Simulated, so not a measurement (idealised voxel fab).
Process module, titled voxel self aligned contacts
Cross-section cut spans 185 nm and uses square cells 5 nm in size.
In this document a cross-section is written as a grid of square cells. It is given as a series of bands, listed from the top down, and a band is one or more rows of cells.
Per band: top height and bottom height in nm, followed by the left-to-right materials and their widths in nm; "everywhere" marks a single material spanning edge to edge, "empty" marks empty space.
For the purposes of this specification, 0 denotes the height below which the wafer in its as-received condition is composed wholly of one material, and the lowermost band, lacking a lower limit, extends downward without end, as expressed in "0..down".
A two-number width, for instance "30->40", indicates that the width is equal to the first number in the top row of the band and to the second number in the bottom row, and that it changes by a constant amount per row of cells.
Where a step carries "left unchanged", the cross-section came out of it unchanged, cell for cell.
Enclosed voids (no open way to top), threshold 8 cells or more, entry "Tabulated closed voids", notation width x height at distance, distance from left edge, nm.
Formally, on a step line, whatever follows the settings is a remark that the simulator itself makes on the step.
For masked steps, "overlay nm" on the step line gives how far right of plan the mask actually lay; a minus sign means it lay to the left.

### Intended process steps
- 1: RECEIVE (material Si)
- 2: CONFORMAL_DEP (material SiO2; thk nm 5)
- 3: DIRECTIONAL_DEP (material polySi; thk nm 30)
- 4: DIRECTIONAL_DEP (material SiN; thk nm 20)
- 5: PATTERN (tone cover; mask id GATE; material resist; width nm 25; pitch nm 60; thk nm 20; overlay nm 0)
- 6: DIRECTIONAL_ETCH (etch materials SiN; depth nm 20)
- 7: DIRECTIONAL_ETCH (etch materials polySi; depth nm 30)
- 8: STRIP (etch materials resist)
- 9: CONFORMAL_DEP (material SiN; thk nm 10)
- 10: DIRECTIONAL_ETCH (etch materials SiN; depth nm 10)
- 11: FILL_DEP (material SiO2; thk nm 20)
- 12: CMP (height nm 65)
- 13: PATTERN (tone open; mask id CONTACT; material resist; width nm 45; thk nm 15; overlay nm 0)
- 14: DIRECTIONAL_ETCH (etch materials SiO2; depth nm 65)
- 15: STRIP (etch materials resist)
- 16: CONFORMAL_DEP (material TiN; thk nm 5)
- 17: FILL_DEP (material W; thk nm 5)
- 18: CMP (height nm 65)
- 19: CONFORMAL_DEP (material SiCN; thk nm 5)

### So this is the incoming wafer in cross-section - it's already been through step 1
* 0..down: Si everywhere
* Tabulated closed voids: none

### The following cross-section depicts the wafer upon conclusion of the module. Processing commenced from the starting condition illustrated above and adhered to the plan illustrated above, save for one mistake in execution
* 70..65: SiCN everywhere
* 65..40: 40 of SiO2 | 10 of SiN | 25 of polySi | 10 of SiN | 5 of TiN | 5 of W | 5 of TiN | 10 of SiN | 25 of polySi | 10 of SiN | 40 of SiO2
* 40..35: 40 of SiO2 | 10 of SiN | 25 of polySi | 10 of SiN | 15 of TiN | 10 of SiN | 25 of polySi | 10 of SiN | 40 of SiO2
* 35..5: polySi everywhere
* 5..0: SiO2 everywhere
* 0..down: Si everywhere
* Tabulated closed voids: none
what went wrong: plan step 3 was twice executed
